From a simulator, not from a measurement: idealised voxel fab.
This is a process module. Its name is voxel wiring stack.
FYI the section here is cut, 180 nm wide, cells are 5 nm squares.
Square cells in a grid make up a cross-section in this document, and the grid is given as bands, listed from the top down, each one or more rows of cells. Quick guide to a band line: top height, bottom height (nm) up front; then every material left to right with its width in nm. Only one material and it's marked "all across"? Then it fills the band edge to edge. And "empty" just means empty space. Heads up on the height convention: 0 is the point under which the incoming wafer is all one material, and the lowest band has no bottom, it just keeps going down, like "0 nm and below". Graded width ("30->40"): value in top row of band = first number; value in bottom row = second number; row-to-row change constant. Where the words "no change occurred" appear for a step, the cross-section shows no cell changed by that step; every cell remained as before. For the entry "Closed void register", the listed items are empty spaces with no open way to the top whose size is 8 cells or more; each item follows the pattern width x height at distance, where distance is from the left edge and all three are in nm. On a step's line, text after the settings is the simulator commenting on that step. overlay nm: how far to the right of its planned place the mask lay on this masked step (negative: to the left). Pairs from here to the end. Each: cross-section before one process step, cross-section after it, the latter only as far down as the lowest band that changed. Under each: the step between, and its settings. Mind that the pairs may be taken from different runs of this module on the same starting wafer; whether a pair continues from the pair above depends on its entry headed "Pre-step", and it does only where that entry says so.

Pre-step
> 135 nm to 115 nm | 50 of lowk | 30 of empty | 20 of lowk | 30 of empty | 50 of lowk
> 115 nm to 100 nm | lowk all across
> 100 nm to 95 nm | SiCN all across
> 95 nm to 85 nm | 50 of SiO2 | 5 of TiN | 20 of Ru | 5 of TiN | 20 of SiO2 | 5 of TiN | 20 of Ru | 5 of TiN | 50 of SiO2
> 85 nm to 80 nm | 50 of SiO2 | 5 of TiN | 5 of Ru | 20 of TiN | 20 of SiO2 | 30 of TiN | 50 of SiO2
> 80 nm to 70 nm | 50 of SiO2 | 5 of TiN | 5 of Ru | 5 of TiN | 115 of SiO2
> 70 nm to 65 nm | 50 of SiCN | 15 of TiN | 115 of SiCN
> 65 nm to 50 nm | 50 of SiO2 | 5 of TiN | 20 of Ru | 5 of TiN | 20 of SiO2 | 5 of TiN | 20 of Ru | 5 of TiN | 50 of SiO2
> 50 nm to 45 nm | 50 of SiO2 | 5 of TiN | 5 of Ru | 20 of TiN | 20 of SiO2 | 5 of TiN | 5 of Ru | 20 of TiN | 50 of SiO2
> 45 nm to 35 nm | 50 of SiO2 | 5 of TiN | 5 of Ru | 5 of TiN | 35 of SiO2 | 5 of TiN | 5 of Ru | 5 of TiN | 65 of SiO2
> 35 nm to 30 nm | 50 of SiCN | 15 of TiN | 35 of SiCN | 15 of TiN | 65 of SiCN
> 30 nm to 15 nm | 45 of SiO2 | 5 of SiCN | 30 of Ru | 5 of SiCN | 10 of SiO2 | 5 of SiCN | 30 of Ru | 5 of SiCN | 45 of SiO2
> 15 nm to 10 nm | 50 of SiCN | 30 of TiN | 20 of SiCN | 30 of TiN | 50 of SiCN
> 10 nm to 0 nm | SiO2 all across
> 0 nm and below | Si all across
> Closed void register: none

Section, Post-Step
> 135 nm to 120 nm | 45 of lowk | 35 of empty | 15 of lowk | 35 of empty | 50 of lowk
> 120 nm to 115 nm | 50 of lowk | 30 of empty | 20 of lowk | 30 of empty | 50 of lowk
> 115 nm to 100 nm | 50 of lowk | 20 of empty | 30 of lowk | 20 of empty | 60 of lowk
> For the remainder of the cross-section, below 100, there is no change.
> Closed void register: none
The two cross-sections above are separated by a single process step, namely MASKED_ETCH (tone open; mask id METAL_4_HOLES; width nm 25; pitch nm 50; etch materials lowk; depth nm 15; overlay nm 0)

Pre-step: The structure entering this step is exactly what the pair just above shows after its step.

Section, Post-Step
> 135 nm to 120 nm | 45 of lowk | 35 of empty | 15 of lowk | 35 of empty | 50 of lowk
> 120 nm to 115 nm | 50 of lowk | 30 of empty | 20 of lowk | 30 of empty | 50 of lowk
> 115 nm to 100 nm | 50 of lowk | 20 of empty | 30 of lowk | 20 of empty | 60 of lowk
> 100 nm to 95 nm | 50 of SiCN | 15 of empty | 35 of SiCN | 15 of empty | 65 of SiCN
> For the remainder of the cross-section, below 95, there is no change.
> Closed void register: none
The two cross-sections above are separated by a single process step, namely MASKED_ETCH (tone open; mask id METAL_4_HOLES; width nm 15; pitch nm 50; etch materials SiCN; depth nm 5; overlay nm 0)

Pre-step: The structure entering this step is exactly what the pair just above shows after its step.

Section, Post-Step
> 140 nm to 135 nm | 50 of TiN | 25 of empty | 25 of TiN | 25 of empty | 55 of TiN
> 135 nm to 125 nm | 45 of lowk | 5 of TiN | 25 of empty | 5 of TiN | 15 of lowk | 5 of TiN | 25 of empty | 5 of TiN | 50 of lowk
> 125 nm to 115 nm | 45->50 of lowk | 10->5 of TiN | 20->10 of empty | 5->15 of TiN | 15->20 of lowk | 10->5 of TiN | 20->10 of empty | 5->15 of TiN | 50 of lowk
> 115 nm to 105 nm | 50 of lowk | 5 of TiN | 10 of empty | 5 of TiN | 30 of lowk | 5 of TiN | 10 of empty | 5 of TiN | 60 of lowk
> 105 nm to 100 nm | 50 of lowk | 5 of TiN | 5 of empty | 10 of TiN | 30 of lowk | 5 of TiN | 5 of empty | 10 of TiN | 60 of lowk
> 100 nm to 95 nm | 50 of SiCN | 15 of TiN | 35 of SiCN | 15 of TiN | 65 of SiCN
> For the remainder of the cross-section, below 95, there is no change.
> Closed void register: none
The two cross-sections above are separated by a single process step, namely CONFORMAL_DEP (material TiN; thk nm 5)

Pre-step: The structure entering this step is exactly what the pair just above shows after its step.

Section, Post-Step
> 145 nm to 140 nm | Ru all across
> 140 nm to 135 nm | 50 of TiN | 25 of Ru | 25 of TiN | 25 of Ru | 55 of TiN
> 135 nm to 125 nm | 45 of lowk | 5 of TiN | 25 of Ru | 5 of TiN | 15 of lowk | 5 of TiN | 25 of Ru | 5 of TiN | 50 of lowk
> 125 nm to 115 nm | 45->50 of lowk | 10->5 of TiN | 20->10 of Ru | 5->15 of TiN | 15->20 of lowk | 10->5 of TiN | 20->10 of Ru | 5->15 of TiN | 50 of lowk
> 115 nm to 105 nm | 50 of lowk | 5 of TiN | 10 of Ru | 5 of TiN | 30 of lowk | 5 of TiN | 10 of Ru | 5 of TiN | 60 of lowk
> 105 nm to 100 nm | 50 of lowk | 5 of TiN | 5 of Ru | 10 of TiN | 30 of lowk | 5 of TiN | 5 of Ru | 10 of TiN | 60 of lowk
> For the remainder of the cross-section, below 100, there is no change.
> Closed void register: none
The two cross-sections above are separated by a single process step, namely FILL_DEP (material Ru; thk nm 5)

Pre-step: The structure entering this step is exactly what the pair just above shows after its step.

Section, Post-Step
> 135 nm to 125 nm | 45 of lowk | 5 of TiN | 25 of Ru | 5 of TiN | 15 of lowk | 5 of TiN | 25 of Ru | 5 of TiN | 50 of lowk
> For the remainder of the cross-section, below 125, there is no change.
> Closed void register: none
The two cross-sections above are separated by a single process step, namely CMP (height nm 135)

Pre-step: The structure entering this step is exactly what the pair just above shows after its step.

Section, Post-Step
> 140 nm to 135 nm | SiCN all across
> For the remainder of the cross-section, below 135, there is no change.
> Closed void register: none
The two cross-sections above are separated by a single process step, namely CONFORMAL_DEP (material SiCN; thk nm 5)

Pre-step
> 95 nm to 80 nm | 50 of SiO2 | 30 of empty | 20 of SiO2 | 30 of empty | 50 of SiO2
> 80 nm to 70 nm | 50 of SiO2 | 15 of empty | 115 of SiO2
> 70 nm to 65 nm | SiCN all across
> 65 nm to 50 nm | 50 of SiO2 | 5 of TiN | 20 of Ru | 5 of TiN | 20 of SiO2 | 5 of TiN | 20 of Ru | 5 of TiN | 50 of SiO2
> 50 nm to 45 nm | 50 of SiO2 | 5 of TiN | 5 of Ru | 20 of TiN | 20 of SiO2 | 5 of TiN | 5 of Ru | 20 of TiN | 50 of SiO2
> 45 nm to 35 nm | 50 of SiO2 | 5 of TiN | 5 of Ru | 5 of TiN | 35 of SiO2 | 5 of TiN | 5 of Ru | 5 of TiN | 65 of SiO2
> 35 nm to 30 nm | 50 of SiCN | 15 of TiN | 35 of SiCN | 15 of TiN | 65 of SiCN
> 30 nm to 15 nm | 45 of SiO2 | 5 of SiCN | 30 of Ru | 5 of SiCN | 10 of SiO2 | 5 of SiCN | 30 of Ru | 5 of SiCN | 45 of SiO2
> 15 nm to 10 nm | 50 of SiCN | 30 of TiN | 20 of SiCN | 30 of TiN | 50 of SiCN
> 10 nm to 0 nm | SiO2 all across
> 0 nm and below | Si all across
> Closed void register: none

Section, Post-Step
> 95 nm to 80 nm | 50 of SiO2 | 30 of empty | 20 of SiO2 | 30 of empty | 50 of SiO2
> 80 nm to 70 nm | 50 of SiO2 | 15 of empty | 115 of SiO2
> 70 nm to 65 nm | 60 of SiCN | 5 of empty | 115 of SiCN
> For the remainder of the cross-section, below 65, there is no change.
> Closed void register: none
The two cross-sections above are separated by a single process step, namely MASKED_ETCH (tone open; mask id METAL_3_HOLES; width nm 15; etch materials SiCN; depth nm 5; overlay nm 10)

Pre-step: The structure entering this step is exactly what the pair just above shows after its step.

Section, Post-Step
> 100 nm to 95 nm | 55 of TiN | 20 of empty | 30 of TiN | 20 of empty | 55 of TiN
> 95 nm to 85 nm | 50 of SiO2 | 5 of TiN | 20 of empty | 5 of TiN | 20 of SiO2 | 5 of TiN | 20 of empty | 5 of TiN | 50 of SiO2
> 85 nm to 80 nm | 50 of SiO2 | 5 of TiN | 5 of empty | 20 of TiN | 20 of SiO2 | 30 of TiN | 50 of SiO2
> 80 nm to 75 nm | 50 of SiO2 | 5 of TiN | 5 of empty | 5 of TiN | 115 of SiO2
> 75 nm to 70 nm | 50 of SiO2 | 15 of TiN | 115 of SiO2
> 70 nm to 65 nm | 60 of SiCN | 5 of TiN | 115 of SiCN
> For the remainder of the cross-section, below 65, there is no change.
> Closed void register: none
The two cross-sections above are separated by a single process step, namely CONFORMAL_DEP (material TiN; thk nm 5)

Pre-step: The structure entering this step is exactly what the pair just above shows after its step.

Section, Post-Step
> 110 nm to 100 nm | Ru all across
> 100 nm to 95 nm | 55 of TiN | 20 of Ru | 30 of TiN | 20 of Ru | 55 of TiN
> 95 nm to 85 nm | 50 of SiO2 | 5 of TiN | 20 of Ru | 5 of TiN | 20 of SiO2 | 5 of TiN | 20 of Ru | 5 of TiN | 50 of SiO2
> 85 nm to 80 nm | 50 of SiO2 | 5 of TiN | 5 of Ru | 20 of TiN | 20 of SiO2 | 30 of TiN | 50 of SiO2
> 80 nm to 75 nm | 50 of SiO2 | 5 of TiN | 5 of Ru | 5 of TiN | 115 of SiO2
> For the remainder of the cross-section, below 75, there is no change.
> Closed void register: none
The two cross-sections above are separated by a single process step, namely FILL_DEP (material Ru; thk nm 10)

Pre-step: The structure entering this step is exactly what the pair just above shows after its step.

Section, Post-Step
> 95 nm to 85 nm | 50 of SiO2 | 5 of TiN | 20 of Ru | 5 of TiN | 20 of SiO2 | 5 of TiN | 20 of Ru | 5 of TiN | 50 of SiO2
> For the remainder of the cross-section, below 85, there is no change.
> Closed void register: none
The two cross-sections above are separated by a single process step, namely CMP (height nm 95)

Pre-step: The structure entering this step is exactly what the pair just above shows after its step.

Section, Post-Step
> 100 nm to 95 nm | SiCN all across
> For the remainder of the cross-section, below 95, there is no change.
> Closed void register: none
The two cross-sections above are separated by a single process step, namely CONFORMAL_DEP (material SiCN; thk nm 5)

Pre-step: The structure entering this step is exactly what the pair just above shows after its step.

Section, Post-Step
> 135 nm to 100 nm | lowk all across
> For the remainder of the cross-section, below 100, there is no change.
> Closed void register: none
The two cross-sections above are separated by a single process step, namely DIRECTIONAL_DEP (material lowk; thk nm 35)

Pre-step: The structure entering this step is exactly what the pair just above shows after its step.

Section, Post-Step
> 135 nm to 115 nm | 50 of lowk | 30 of empty | 20 of lowk | 30 of empty | 50 of lowk
> For the remainder of the cross-section, below 115, there is no change.
> Closed void register: none
The two cross-sections above are separated by a single process step, namely MASKED_ETCH (tone open; mask id METAL_4; width nm 30; pitch nm 50; etch materials lowk; depth nm 20; overlay nm 0)

Pre-step: The structure entering this step is exactly what the pair just above shows after its step.

Section, Post-Step
> 135 nm to 115 nm | 50 of lowk | 30 of empty | 20 of lowk | 30 of empty | 50 of lowk
> 115 nm to 100 nm | 50 of lowk | 15 of empty | 35 of lowk | 15 of empty | 65 of lowk
> For the remainder of the cross-section, below 100, there is no change.
> Closed void register: none
The two cross-sections above are separated by a single process step, namely MASKED_ETCH (tone open; mask id METAL_4_HOLES; width nm 15; pitch nm 50; etch materials lowk; depth nm 15; overlay nm 0)

Pre-step: The structure entering this step is exactly what the pair just above shows after its step.

Section, Post-Step
> 135 nm to 115 nm | 50 of lowk | 30 of empty | 20 of lowk | 30 of empty | 50 of lowk
> 115 nm to 100 nm | 50 of lowk | 15 of empty | 35 of lowk | 15 of empty | 65 of lowk
> 100 nm to 95 nm | 50 of SiCN | 15 of empty | 35 of SiCN | 15 of empty | 65 of SiCN
> For the remainder of the cross-section, below 95, there is no change.
> Closed void register: none
The two cross-sections above are separated by a single process step, namely MASKED_ETCH (tone open; mask id METAL_4_HOLES; width nm 15; pitch nm 50; etch materials SiCN; depth nm 5; overlay nm 0)

Pre-step: The structure entering this step is exactly what the pair just above shows after its step.

Section, Post-Step
> 140 nm to 135 nm | 55 of TiN | 20 of empty | 30 of TiN | 20 of empty | 55 of TiN
> 135 nm to 120 nm | 50 of lowk | 5 of TiN | 20 of empty | 5 of TiN | 20 of lowk | 5 of TiN | 20 of empty | 5 of TiN | 50 of lowk
> 120 nm to 115 nm | 50 of lowk | 5 of TiN | 5 of empty | 20 of TiN | 20 of lowk | 5 of TiN | 5 of empty | 20 of TiN | 50 of lowk
> 115 nm to 100 nm | 50 of lowk | 5 of TiN | 5 of empty | 5 of TiN | 35 of lowk | 5 of TiN | 5 of empty | 5 of TiN | 65 of lowk
> 100 nm to 95 nm | 50 of SiCN | 15 of TiN | 35 of SiCN | 15 of TiN | 65 of SiCN
> For the remainder of the cross-section, below 95, there is no change.
> Closed void register: none
The two cross-sections above are separated by a single process step, namely CONFORMAL_DEP (material TiN; thk nm 5)

Pre-step: The structure entering this step is exactly what the pair just above shows after its step.

Section, Post-Step
> 145 nm to 140 nm | Ru all across
> 140 nm to 135 nm | 55 of TiN | 20 of Ru | 30 of TiN | 20 of Ru | 55 of TiN
> 135 nm to 120 nm | 50 of lowk | 5 of TiN | 20 of Ru | 5 of TiN | 20 of lowk | 5 of TiN | 20 of Ru | 5 of TiN | 50 of lowk
> 120 nm to 115 nm | 50 of lowk | 5 of TiN | 5 of Ru | 20 of TiN | 20 of lowk | 5 of TiN | 5 of Ru | 20 of TiN | 50 of lowk
> 115 nm to 100 nm | 50 of lowk | 5 of TiN | 5 of Ru | 5 of TiN | 35 of lowk | 5 of TiN | 5 of Ru | 5 of TiN | 65 of lowk
> For the remainder of the cross-section, below 100, there is no change.
> Closed void register: none
The two cross-sections above are separated by a single process step, namely FILL_DEP (material Ru; thk nm 5)

Pre-step: The structure entering this step is exactly what the pair just above shows after its step.

Section, Post-Step
> 135 nm to 120 nm | 50 of lowk | 5 of TiN | 20 of Ru | 5 of TiN | 20 of lowk | 5 of TiN | 20 of Ru | 5 of TiN | 50 of lowk
> For the remainder of the cross-section, below 120, there is no change.
> Closed void register: none
The two cross-sections above are separated by a single process step, namely CMP (height nm 135)

Pre-step: The structure entering this step is exactly what the pair just above shows after its step.

Section, Post-Step
> 140 nm to 135 nm | SiCN all across
> For the remainder of the cross-section, below 135, there is no change.
> Closed void register: none
The two cross-sections above are separated by a single process step, namely CONFORMAL_DEP (material SiCN; thk nm 5)

Pre-step
> 135 nm to 120 nm | 50 of lowk | 5 of TiN | 20 of Ru | 5 of TiN | 20 of lowk | 5 of TiN | 20 of Ru | 5 of TiN | 50 of lowk
> 120 nm to 115 nm | 50 of lowk | 5 of TiN | 5 of Ru | 20 of TiN | 20 of lowk | 5 of TiN | 5 of Ru | 20 of TiN | 50 of lowk
> 115 nm to 100 nm | 50 of lowk | 5 of TiN | 5 of Ru | 5 of TiN | 35 of lowk | 5 of TiN | 5 of Ru | 5 of TiN | 65 of lowk
> 100 nm to 95 nm | 50 of SiCN | 15 of TiN | 35 of SiCN | 15 of TiN | 65 of SiCN
> 95 nm to 85 nm | 50 of SiO2 | 5 of TiN | 20 of Ru | 5 of TiN | 20 of SiO2 | 5 of TiN | 20 of Ru | 5 of TiN | 50 of SiO2
> 85 nm to 80 nm | 50 of SiO2 | 5 of TiN | 5 of Ru | 20 of TiN | 20 of SiO2 | 30 of TiN | 50 of SiO2
> 80 nm to 70 nm | 50 of SiO2 | 5 of TiN | 5 of Ru | 5 of TiN | 115 of SiO2
> 70 nm to 65 nm | 50 of SiCN | 15 of TiN | 115 of SiCN
> 65 nm to 50 nm | 50 of SiO2 | 5 of TiN | 20 of Ru | 5 of TiN | 20 of SiO2 | 5 of TiN | 20 of Ru | 5 of TiN | 50 of SiO2
> 50 nm to 45 nm | 50 of SiO2 | 5 of TiN | 5 of Ru | 20 of TiN | 20 of SiO2 | 5 of TiN | 5 of Ru | 20 of TiN | 50 of SiO2
> 45 nm to 35 nm | 50 of SiO2 | 5 of TiN | 5 of Ru | 5 of TiN | 35 of SiO2 | 5 of TiN | 5 of Ru | 5 of TiN | 65 of SiO2
> 35 nm to 30 nm | 50 of SiCN | 15 of TiN | 35 of SiCN | 15 of TiN | 65 of SiCN
> 30 nm to 15 nm | 45 of SiO2 | 5 of SiCN | 30 of Ru | 5 of SiCN | 10 of SiO2 | 5 of SiCN | 30 of Ru | 5 of SiCN | 45 of SiO2
> 15 nm to 10 nm | 50 of SiCN | 30 of TiN | 20 of SiCN | 30 of TiN | 50 of SiCN
> 10 nm to 0 nm | SiO2 all across
> 0 nm and below | Si all across
> Closed void register: none

Section, Post-Step
> 140 nm to 135 nm | Ru all across
> For the remainder of the cross-section, below 135, there is no change.
> Closed void register: none
The two cross-sections above are separated by a single process step, namely CONFORMAL_DEP (material Ru; thk nm 5)

Pre-step
> 30 nm to 15 nm | Ru all across
> 15 nm to 10 nm | TiN all across
> 10 nm to 0 nm | SiO2 all across
> 0 nm and below | Si all across
> Closed void register: none

Section, Post-Step
> 30 nm to 15 nm | 50 of Ru | 30 of empty | 20 of Ru | 30 of empty | 50 of Ru
> For the remainder of the cross-section, below 15, there is no change.
> Closed void register: none
The two cross-sections above are separated by a single process step, namely MASKED_ETCH (tone open; mask id METAL_1; width nm 30; pitch nm 50; etch materials Ru; depth nm 15; overlay nm 0)

Pre-step: The structure entering this step is exactly what the pair just above shows after its step.

Section, Post-Step
> 35 nm to 30 nm | 55 of SiCN | 20 of empty | 30 of SiCN | 20 of empty | 55 of SiCN
> 30 nm to 20 nm | 50 of Ru | 5 of SiCN | 20 of empty | 5 of SiCN | 20 of Ru | 5 of SiCN | 20 of empty | 5 of SiCN | 50 of Ru
> 20 nm to 15 nm | 50 of Ru | 30 of SiCN | 20 of Ru | 30 of SiCN | 50 of Ru
> For the remainder of the cross-section, below 15, there is no change.
> Closed void register: none
The two cross-sections above are separated by a single process step, namely CONFORMAL_DEP (material SiCN; thk nm 5)

Pre-step: The structure entering this step is exactly what the pair just above shows after its step.

Section, Post-Step
> 45 nm to 35 nm | SiO2 all across
> 35 nm to 30 nm | 55 of SiCN | 20 of SiO2 | 30 of SiCN | 20 of SiO2 | 55 of SiCN
> 30 nm to 20 nm | 50 of Ru | 5 of SiCN | 20 of SiO2 | 5 of SiCN | 20 of Ru | 5 of SiCN | 20 of SiO2 | 5 of SiCN | 50 of Ru
> For the remainder of the cross-section, below 20, there is no change.
> Closed void register: none
The two cross-sections above are separated by a single process step, namely FILL_DEP (material SiO2; thk nm 10)

Pre-step: The structure entering this step is exactly what the pair just above shows after its step.

Section, Post-Step
> 30 nm to 20 nm | 50 of Ru | 5 of SiCN | 20 of SiO2 | 5 of SiCN | 20 of Ru | 5 of SiCN | 20 of SiO2 | 5 of SiCN | 50 of Ru
> For the remainder of the cross-section, below 20, there is no change.
> Closed void register: none
The two cross-sections above are separated by a single process step, namely CMP (height nm 30)

Pre-step: The structure entering this step is exactly what the pair just above shows after its step.

Section, Post-Step
> 35 nm to 30 nm | SiCN all across
> For the remainder of the cross-section, below 30, there is no change.
> Closed void register: none
The two cross-sections above are separated by a single process step, namely CONFORMAL_DEP (material SiCN; thk nm 5)

Pre-step: The structure entering this step is exactly what the pair just above shows after its step.

Section, Post-Step
> 65 nm to 35 nm | SiO2 all across
> For the remainder of the cross-section, below 35, there is no change.
> Closed void register: none
The two cross-sections above are separated by a single process step, namely DIRECTIONAL_DEP (material SiO2; thk nm 30)

Pre-step: The structure entering this step is exactly what the pair just above shows after its step.

Section, Post-Step
> 65 nm to 35 nm | 50 of SiO2 | 15 of empty | 35 of SiO2 | 15 of empty | 65 of SiO2
> For the remainder of the cross-section, below 35, there is no change.
> Closed void register: none
The two cross-sections above are separated by a single process step, namely MASKED_ETCH (tone open; mask id METAL_2_HOLES; width nm 15; pitch nm 50; etch materials SiO2; depth nm 30; overlay nm 0)

Pre-step: The structure entering this step is exactly what the pair just above shows after its step.

Section, Post-Step
> 85 nm to 65 nm | 50 of resist | 30 of empty | 20 of resist | 30 of empty | 50 of resist
> For the remainder of the cross-section, below 65, there is no change.
> Closed void register: none
The two cross-sections above are separated by a single process step, namely PATTERN (tone open; mask id METAL_2; material resist; width nm 30; pitch nm 50; thk nm 20; overlay nm 0)

Pre-step: The structure entering this step is exactly what the pair just above shows after its step.

Section, Post-Step
> 85 nm to 65 nm | 50 of resist | 30 of empty | 20 of resist | 30 of empty | 50 of resist
> 65 nm to 45 nm | 50 of SiO2 | 30 of empty | 20 of SiO2 | 30 of empty | 50 of SiO2
> For the remainder of the cross-section, below 45, there is no change.
> Closed void register: none
The two cross-sections above are separated by a single process step, namely DIRECTIONAL_ETCH (etch materials SiO2; depth nm 20)

Pre-step: The structure entering this step is exactly what the pair just above shows after its step.

Section, Post-Step
> 85 nm to 65 nm | 50 of resist | 30 of empty | 20 of resist | 30 of empty | 50 of resist
> 65 nm to 45 nm | 50 of SiO2 | 30 of empty | 20 of SiO2 | 30 of empty | 50 of SiO2
> 45 nm to 35 nm | 50 of SiO2 | 15 of empty | 35 of SiO2 | 15 of empty | 65 of SiO2
> 35 nm to 30 nm | 50 of SiCN | 15 of empty | 35 of SiCN | 15 of empty | 65 of SiCN
> For the remainder of the cross-section, below 30, there is no change.
> Closed void register: none
The two cross-sections above are separated by a single process step, namely DIRECTIONAL_ETCH (etch materials SiCN; depth nm 5)

Pre-step: The structure entering this step is exactly what the pair just above shows after its step.

Section, Post-Step
> 65 nm to 45 nm | 50 of SiO2 | 30 of empty | 20 of SiO2 | 30 of empty | 50 of SiO2
> For the remainder of the cross-section, below 45, there is no change.
> Closed void register: none
The two cross-sections above are separated by a single process step, namely STRIP (etch materials resist)

Pre-step: The structure entering this step is exactly what the pair just above shows after its step.

Section, Post-Step
> 70 nm to 65 nm | 55 of TiN | 20 of empty | 30 of TiN | 20 of empty | 55 of TiN
> 65 nm to 50 nm | 50 of SiO2 | 5 of TiN | 20 of empty | 5 of TiN | 20 of SiO2 | 5 of TiN | 20 of empty | 5 of TiN | 50 of SiO2
> 50 nm to 45 nm | 50 of SiO2 | 5 of TiN | 5 of empty | 20 of TiN | 20 of SiO2 | 5 of TiN | 5 of empty | 20 of TiN | 50 of SiO2
> 45 nm to 35 nm | 50 of SiO2 | 5 of TiN | 5 of empty | 5 of TiN | 35 of SiO2 | 5 of TiN | 5 of empty | 5 of TiN | 65 of SiO2
> 35 nm to 30 nm | 50 of SiCN | 15 of TiN | 35 of SiCN | 15 of TiN | 65 of SiCN
> For the remainder of the cross-section, below 30, there is no change.
> Closed void register: none
The two cross-sections above are separated by a single process step, namely CONFORMAL_DEP (material TiN; thk nm 5)

Pre-step: The structure entering this step is exactly what the pair just above shows after its step.

Section, Post-Step
> 75 nm to 70 nm | Ru all across
> 70 nm to 65 nm | 55 of TiN | 20 of Ru | 30 of TiN | 20 of Ru | 55 of TiN
> 65 nm to 50 nm | 50 of SiO2 | 5 of TiN | 20 of Ru | 5 of TiN | 20 of SiO2 | 5 of TiN | 20 of Ru | 5 of TiN | 50 of SiO2
> 50 nm to 45 nm | 50 of SiO2 | 5 of TiN | 5 of Ru | 20 of TiN | 20 of SiO2 | 5 of TiN | 5 of Ru | 20 of TiN | 50 of SiO2
> 45 nm to 35 nm | 50 of SiO2 | 5 of TiN | 5 of Ru | 5 of TiN | 35 of SiO2 | 5 of TiN | 5 of Ru | 5 of TiN | 65 of SiO2
> For the remainder of the cross-section, below 35, there is no change.
> Closed void register: none
The two cross-sections above are separated by a single process step, namely FILL_DEP (material Ru; thk nm 5)

Pre-step: The structure entering this step is exactly what the pair just above shows after its step.

Section, Post-Step
> 65 nm to 50 nm | 50 of SiO2 | 5 of TiN | 20 of Ru | 5 of TiN | 20 of SiO2 | 5 of TiN | 20 of Ru | 5 of TiN | 50 of SiO2
> For the remainder of the cross-section, below 50, there is no change.
> Closed void register: none
The two cross-sections above are separated by a single process step, namely CMP (height nm 65)

Pre-step: The structure entering this step is exactly what the pair just above shows after its step.

Section, Post-Step
> 70 nm to 65 nm | SiCN all across
> For the remainder of the cross-section, below 65, there is no change.
> Closed void register: none
The two cross-sections above are separated by a single process step, namely CONFORMAL_DEP (material SiCN; thk nm 5)

Pre-step: The structure entering this step is exactly what the pair just above shows after its step.

Section, Post-Step
> 95 nm to 70 nm | SiO2 all across
> For the remainder of the cross-section, below 70, there is no change.
> Closed void register: none
The two cross-sections above are separated by a single process step, namely DIRECTIONAL_DEP (material SiO2; thk nm 25)

Pre-step: The structure entering this step is exactly what the pair just above shows after its step.

Section, Post-Step
> 115 nm to 95 nm | 50 of resist | 30 of empty | 20 of resist | 30 of empty | 50 of resist
> For the remainder of the cross-section, below 95, there is no change.
> Closed void register: none
The two cross-sections above are separated by a single process step, namely PATTERN (tone open; mask id METAL_3; material resist; width nm 30; pitch nm 50; thk nm 20; overlay nm 0)

Pre-step: The structure entering this step is exactly what the pair just above shows after its step.

Section, Post-Step
> 115 nm to 95 nm | 50 of resist | 30 of empty | 20 of resist | 30 of empty | 50 of resist
> 95 nm to 80 nm | 50 of SiO2 | 30 of empty | 20 of SiO2 | 30 of empty | 50 of SiO2
> For the remainder of the cross-section, below 80, there is no change.
> Closed void register: none
The two cross-sections above are separated by a single process step, namely DIRECTIONAL_ETCH (etch materials SiO2; depth nm 15)

Pre-step: The structure entering this step is exactly what the pair just above shows after its step.

Section, Post-Step
> 95 nm to 80 nm | 50 of SiO2 | 30 of empty | 20 of SiO2 | 30 of empty | 50 of SiO2
> For the remainder of the cross-section, below 80, there is no change.
> Closed void register: none
The two cross-sections above are separated by a single process step, namely STRIP (etch materials resist)

Pre-step: The structure entering this step is exactly what the pair just above shows after its step.

Section, Post-Step
> 95 nm to 80 nm | 50 of SiO2 | 30 of empty | 20 of SiO2 | 30 of empty | 50 of SiO2
> 80 nm to 70 nm | 50 of SiO2 | 15 of empty | 115 of SiO2
> For the remainder of the cross-section, below 70, there is no change.
> Closed void register: none
The two cross-sections above are separated by a single process step, namely MASKED_ETCH (tone open; mask id METAL_3_HOLES; width nm 15; etch materials SiO2; depth nm 10; overlay nm 0)

Pre-step: The structure entering this step is exactly what the pair just above shows after its step.

Section, Post-Step
> 95 nm to 80 nm | 50 of SiO2 | 30 of empty | 20 of SiO2 | 30 of empty | 50 of SiO2
> 80 nm to 70 nm | 50 of SiO2 | 15 of empty | 115 of SiO2
> 70 nm to 65 nm | 50 of SiCN | 15 of empty | 115 of SiCN
> For the remainder of the cross-section, below 65, there is no change.
> Closed void register: none
The two cross-sections above are separated by a single process step, namely MASKED_ETCH (tone open; mask id METAL_3_HOLES; width nm 15; etch materials SiCN; depth nm 5; overlay nm 0)

Pre-step: The structure entering this step is exactly what the pair just above shows after its step.

Section, Post-Step
> 100 nm to 95 nm | 55 of TiN | 20 of empty | 30 of TiN | 20 of empty | 55 of TiN
> 95 nm to 85 nm | 50 of SiO2 | 5 of TiN | 20 of empty | 5 of TiN | 20 of SiO2 | 5 of TiN | 20 of empty | 5 of TiN | 50 of SiO2
> 85 nm to 80 nm | 50 of SiO2 | 5 of TiN | 5 of empty | 20 of TiN | 20 of SiO2 | 30 of TiN | 50 of SiO2
> 80 nm to 70 nm | 50 of SiO2 | 5 of TiN | 5 of empty | 5 of TiN | 115 of SiO2
> 70 nm to 65 nm | 50 of SiCN | 15 of TiN | 115 of SiCN
> For the remainder of the cross-section, below 65, there is no change.
> Closed void register: none
The two cross-sections above are separated by a single process step, namely CONFORMAL_DEP (material TiN; thk nm 5)

Pre-step: The structure entering this step is exactly what the pair just above shows after its step.

Section, Post-Step
> 110 nm to 100 nm | Ru all across
> 100 nm to 95 nm | 55 of TiN | 20 of Ru | 30 of TiN | 20 of Ru | 55 of TiN
> 95 nm to 85 nm | 50 of SiO2 | 5 of TiN | 20 of Ru | 5 of TiN | 20 of SiO2 | 5 of TiN | 20 of Ru | 5 of TiN | 50 of SiO2
> 85 nm to 80 nm | 50 of SiO2 | 5 of TiN | 5 of Ru | 20 of TiN | 20 of SiO2 | 30 of TiN | 50 of SiO2
> 80 nm to 70 nm | 50 of SiO2 | 5 of TiN | 5 of Ru | 5 of TiN | 115 of SiO2
> For the remainder of the cross-section, below 70, there is no change.
> Closed void register: none
The two cross-sections above are separated by a single process step, namely FILL_DEP (material Ru; thk nm 10)

Pre-step: The structure entering this step is exactly what the pair just above shows after its step.

Section, Post-Step
> 95 nm to 85 nm | 50 of SiO2 | 5 of TiN | 20 of Ru | 5 of TiN | 20 of SiO2 | 5 of TiN | 20 of Ru | 5 of TiN | 50 of SiO2
> For the remainder of the cross-section, below 85, there is no change.
> Closed void register: none
The two cross-sections above are separated by a single process step, namely CMP (height nm 95)

Pre-step: The structure entering this step is exactly what the pair just above shows after its step.

Section, Post-Step
> 100 nm to 95 nm | SiCN all across
> For the remainder of the cross-section, below 95, there is no change.
> Closed void register: none
The two cross-sections above are separated by a single process step, namely CONFORMAL_DEP (material SiCN; thk nm 5)

Pre-step: The structure entering this step is exactly what the pair just above shows after its step.

Section, Post-Step
> 135 nm to 100 nm | lowk all across
> For the remainder of the cross-section, below 100, there is no change.
> Closed void register: none
The two cross-sections above are separated by a single process step, namely DIRECTIONAL_DEP (material lowk; thk nm 35)
